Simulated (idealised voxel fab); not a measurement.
This section sets out a process module, namely voxel ribs on slabs.
Cross-section cut spans 200 nm and uses square cells 5 nm in size.
Each cross-section below is a grid of square cells, stated as bands in top-down order, with one or more rows of cells making up each band. First you get the band's top height and its bottom height, in nm, and then the materials it's made of, left to right, with each width in nm. If you see a single material with "throughout", that one covers the band edge to edge. "blank" is empty space. Basically, 0 is our baseline, since under it the wafer straight out of the box is all one material. The bottom band has no lower end and keeps on going down, so it looks like "0 down". The expression "30->40" gives the width at the extremes of the band, the first number at its top row of cells and the second at its bottom row, with the width changing by equal amounts from each row to the next in between. Where the words "no modifications" appear for a step, the cross-section shows no cell changed by that step; every cell remained as before. Enclosed void entries: empty space of 8 cells or more with no open way to the top, each as width x height at its distance from the left edge, in nm. Text after the settings on a step's line: the simulator's own remark on that step. overlay nm, on a step with a mask: how far to the right of its planned place the mask lay; to the left if negative.
Steps planned for the process
1,RECEIVE: material Si
2,DIRECTIONAL_DEP: material SiO2, thk nm 30
3,DIRECTIONAL_DEP: material polySi, thk nm 15
4,PATTERN: tone cover, mask id RIB, material resist, width nm 30, thk nm 20, overlay nm -15
5,DIRECTIONAL_ETCH: etch materials polySi, depth nm 10
6,STRIP: etch materials resist
7,MASKED_ETCH: tone cover, mask id SLAB, width nm 80, etch materials polySi, depth nm 5, overlay nm 0
8,FILL_DEP: material SiO2, thk nm 30
9,CMP: height nm 65
10,DIRECTIONAL_DEP: material TiN, thk nm 10
11,DIRECTIONAL_DEP: material aC, thk nm 15
12,PATTERN: tone cover, mask id HEATER, material resist, width nm 40, thk nm 30, overlay nm 0
13,DIRECTIONAL_ETCH: etch materials aC, depth nm 15
14,STRIP: etch materials resist
15,DIRECTIONAL_ETCH: etch materials TiN, depth nm 10
16,STRIP: etch materials aC
17,CONFORMAL_DEP: material SiO2, thk nm 10
Don't read the plan's overlay nm for step 4 as applying to every wafer: that's the first wafer's value, and the wafers differ in it, though they all start identical.
The first of several wafers in cross-section, exactly as it reached us after step 1
	0 down | Si throughout
	Enclosed void entries: none
Cross-section after step 17, the final step of the module, for the first of several wafers
	85 to 75 | blank=70 / SiO2=60 / blank=70
	75 to 65 | SiO2=80 / TiN=40 / SiO2=80
	65 to 45 | SiO2 throughout
	45 to 35 | SiO2=70 / polySi=30 / SiO2=100
	35 to 30 | SiO2=60 / polySi=80 / SiO2=60
	30 to 0 | SiO2 throughout
	0 down | Si throughout
	Enclosed void entries: none
The module's end: a cross-section of the last wafer
	85 to 75 | blank=70 / SiO2=60 / blank=70
	75 to 65 | SiO2=80 / TiN=40 / SiO2=80
	65 to 45 | SiO2 throughout
	45 to 35 | SiO2=100 / polySi=30 / SiO2=70
	35 to 30 | SiO2=60 / polySi=80 / SiO2=60
	30 to 0 | SiO2 throughout
	0 down | Si throughout
	Enclosed void entries: none
each wafer at the end: cells of each material gained (+) or lost (-) since it was received, then its closed voids
overlay nm -15 | +580 SiO2 | +16 TiN | +28 polySi | Enclosed void entries: none
overlay nm -10 | +580 SiO2 | +16 TiN | +28 polySi | Enclosed void entries: none
overlay nm -5 | +580 SiO2 | +16 TiN | +28 polySi | Enclosed void entries: none
overlay nm 0 | +580 SiO2 | +16 TiN | +28 polySi | Enclosed void entries: none
overlay nm 5 | +580 SiO2 | +16 TiN | +28 polySi | Enclosed void entries: none
overlay nm 10 | +580 SiO2 | +16 TiN | +28 polySi | Enclosed void entries: none
overlay nm 15 | +580 SiO2 | +16 TiN | +28 polySi | Enclosed void entries: none
